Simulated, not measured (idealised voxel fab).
Title: Process Module voxel released beams
This is section cut - it's 290 nm across, gridded in 5 nm square cells.
Square cells in a grid make up a cross-section in this document, and the grid is given as bands, listed from the top down, each one or more rows of cells.
Top, bottom (nm), then materials left to right with widths (nm); lone material tagged "all across" fills the whole band edge to edge; "air" = empty space.
Heights from 0 (as-received wafer is one material below). Bottom band endless downward, as "z 0 and below".
Width: "30..40" (first number = top row, second number = bottom row, same change from row to row of cells).
A step reported as "remained the same" is a step in which no cell of the cross-section changed.
"Cavities, sealed": sealed empty spaces, 8 cells or more, no open way to top, listed width x height at distance, with distance from the left edge and width, height and distance in nm.
Read whatever lies past the settings on a step's line as the simulator's own remark about the step.
For masked steps, "overlay nm" on the step line gives how far right of plan the mask actually lay; a minus sign means it lay to the left.

## So here's the lineup of process steps we planned
1,RECEIVE: material Si
2,CONFORMAL_DEP: material Al2O3, thk nm 10
3,DIRECTIONAL_DEP: material SiO2, thk nm 20
4,DIRECTIONAL_DEP: material aC, thk nm 10
5,PATTERN: tone open, mask id ANCHOR, material resist, width nm 40, thk nm 30, overlay nm 0
6,DIRECTIONAL_ETCH: etch materials aC, depth nm 10
7,STRIP: etch materials resist
8,DIRECTIONAL_ETCH: etch materials SiO2, depth nm 20
9,STRIP: etch materials aC
10,CONFORMAL_DEP: material SiN, thk nm 15
11,PATTERN: tone cover, mask id BEAM, material resist, width nm 115, thk nm 15, overlay nm 0
12,DIRECTIONAL_ETCH: etch materials SiN, depth nm 15
13,STRIP: etch materials resist
14,STRIP: etch materials SiO2

## First of two wafers, with the run carried out as planned

## This is the cross-section of the wafer as we received it, i.e. after step 1
- z 0 and below: Si all across
- Cavities, sealed: none

## Take a look at the wafer's cross-section after step 2
- z 10 to 0: Al2O3 all across
- Nothing below the height 0 has changed.

## Take a look at the wafer's cross-section after step 3
- z 30 to 10: SiO2 all across
- Nothing below the height 10 has changed.

## Take a look at the wafer's cross-section after step 4
- z 40 to 30: aC all across
- Nothing below the height 30 has changed.

## Take a look at the wafer's cross-section after step 5
- z 70 to 40: resist: 90; air: 40; resist: 160
- Nothing below the height 40 has changed.

## Take a look at the wafer's cross-section after step 6
- z 60 to 40: resist: 90; air: 40; resist: 160
- z 40 to 30: aC: 90; air: 40; aC: 160
- Nothing below the height 30 has changed.

## Take a look at the wafer's cross-section after step 7
- z 40 to 30: aC: 90; air: 40; aC: 160
- Nothing below the height 30 has changed.

## Take a look at the wafer's cross-section after step 8
- z 40 to 30: aC: 90; air: 40; aC: 160
- z 30 to 10: SiO2: 90; air: 40; SiO2: 160
- Nothing below the height 10 has changed.

## Take a look at the wafer's cross-section after step 9
- z 30 to 10: SiO2: 90; air: 40; SiO2: 160
- Nothing below the height 10 has changed.

## Take a look at the wafer's cross-section after step 10
- z 45 to 30: SiN: 105; air: 10; SiN: 175
- z 30 to 25: SiO2: 90; SiN: 15; air: 10; SiN: 15; SiO2: 160
- z 25 to 10: SiO2: 90; SiN: 40; SiO2: 160
- Nothing below the height 10 has changed.

## Take a look at the wafer's cross-section after step 11
- z 60 to 45: air: 85; resist: 115; air: 90
- z 45 to 30: SiN: 105; resist: 10; SiN: 175
- z 30 to 25: SiO2: 90; SiN: 15; resist: 10; SiN: 15; SiO2: 160
- Nothing below the height 25 has changed.

## Take a look at the wafer's cross-section after step 12
- z 60 to 45: air: 85; resist: 115; air: 90
- z 45 to 30: air: 85; SiN: 20; resist: 10; SiN: 85; air: 90
- Nothing below the height 30 has changed.

## Take a look at the wafer's cross-section after step 13
- z 45 to 30: air: 85; SiN: 20; air: 10; SiN: 85; air: 90
- z 30 to 25: SiO2: 90; SiN: 15; air: 10; SiN: 15; SiO2: 160
- Nothing below the height 25 has changed.

## Take a look at the wafer's cross-section after step 14
- z 45 to 30: air: 85; SiN: 20; air: 10; SiN: 85; air: 90
- z 30 to 25: air: 90; SiN: 15; air: 10; SiN: 15; air: 160
- z 25 to 10: air: 90; SiN: 40; air: 160
- Nothing below the height 10 has changed.

## Wafer two of the pair: same origin, same plan, one error during the run; identical to wafer one up to and including step 4

## Cross-section, second wafer, at the end time the plan gives for step 5
- z 70 to 40: resist: 85; air: 50; resist: 155
- Nothing below the height 40 has changed.

## Cross-section, second wafer, at the end time the plan gives for step 6
- z 60 to 40: resist: 85; air: 50; resist: 155
- z 40 to 30: aC: 85; air: 50; aC: 155
- Nothing below the height 30 has changed.

## Cross-section, second wafer, at the end time the plan gives for step 7
- z 40 to 30: aC: 85; air: 50; aC: 155
- Nothing below the height 30 has changed.

## Cross-section, second wafer, at the end time the plan gives for step 8
- z 40 to 30: aC: 85; air: 50; aC: 155
- z 30 to 10: SiO2: 85; air: 50; SiO2: 155
- Nothing below the height 10 has changed.

## Cross-section, second wafer, at the end time the plan gives for step 9
- z 30 to 10: SiO2: 85; air: 50; SiO2: 155
- Nothing below the height 10 has changed.

## Cross-section, second wafer, at the end time the plan gives for step 10
- z 45 to 30: SiN: 100; air: 20; SiN: 170
- z 30 to 25: SiO2: 85; SiN: 15; air: 20; SiN: 15; SiO2: 155
- z 25 to 10: SiO2: 85; SiN: 50; SiO2: 155
- Nothing below the height 10 has changed.

## Cross-section, second wafer, at the end time the plan gives for step 11
- z 60 to 45: air: 85; resist: 115; air: 90
- z 45 to 30: SiN: 100; resist: 20; SiN: 170
- z 30 to 25: SiO2: 85; SiN: 15; resist: 20; SiN: 15; SiO2: 155
- Nothing below the height 25 has changed.

## Cross-section, second wafer, at the end time the plan gives for step 12
- z 60 to 45: air: 85; resist: 115; air: 90
- z 45 to 30: air: 85; SiN: 15; resist: 20; SiN: 80; air: 90
- Nothing below the height 30 has changed.

## Cross-section, second wafer, at the end time the plan gives for step 13
- z 45 to 30: air: 85; SiN: 15; air: 20; SiN: 80; air: 90
- z 30 to 25: SiO2: 85; SiN: 15; air: 20; SiN: 15; SiO2: 155
- Nothing below the height 25 has changed.

## Cross-section, second wafer, at the end time the plan gives for step 14
- z 45 to 30: air: 85; SiN: 15; air: 20; SiN: 80; air: 90
- z 30 to 25: air: 85; SiN: 15; air: 20; SiN: 15; air: 155
- z 25 to 10: air: 85; SiN: 50; air: 155
- Nothing below the height 10 has changed.
The plan and the run diverged here: off-plan run, step 5, actual operation and settings PATTERN: tone open, mask id ANCHOR, material resist, width nm 50, thk nm 30, overlay nm 0
At the end, each material covers as many cells on the second wafer as it does on the first, though the cells it covers are elsewhere.
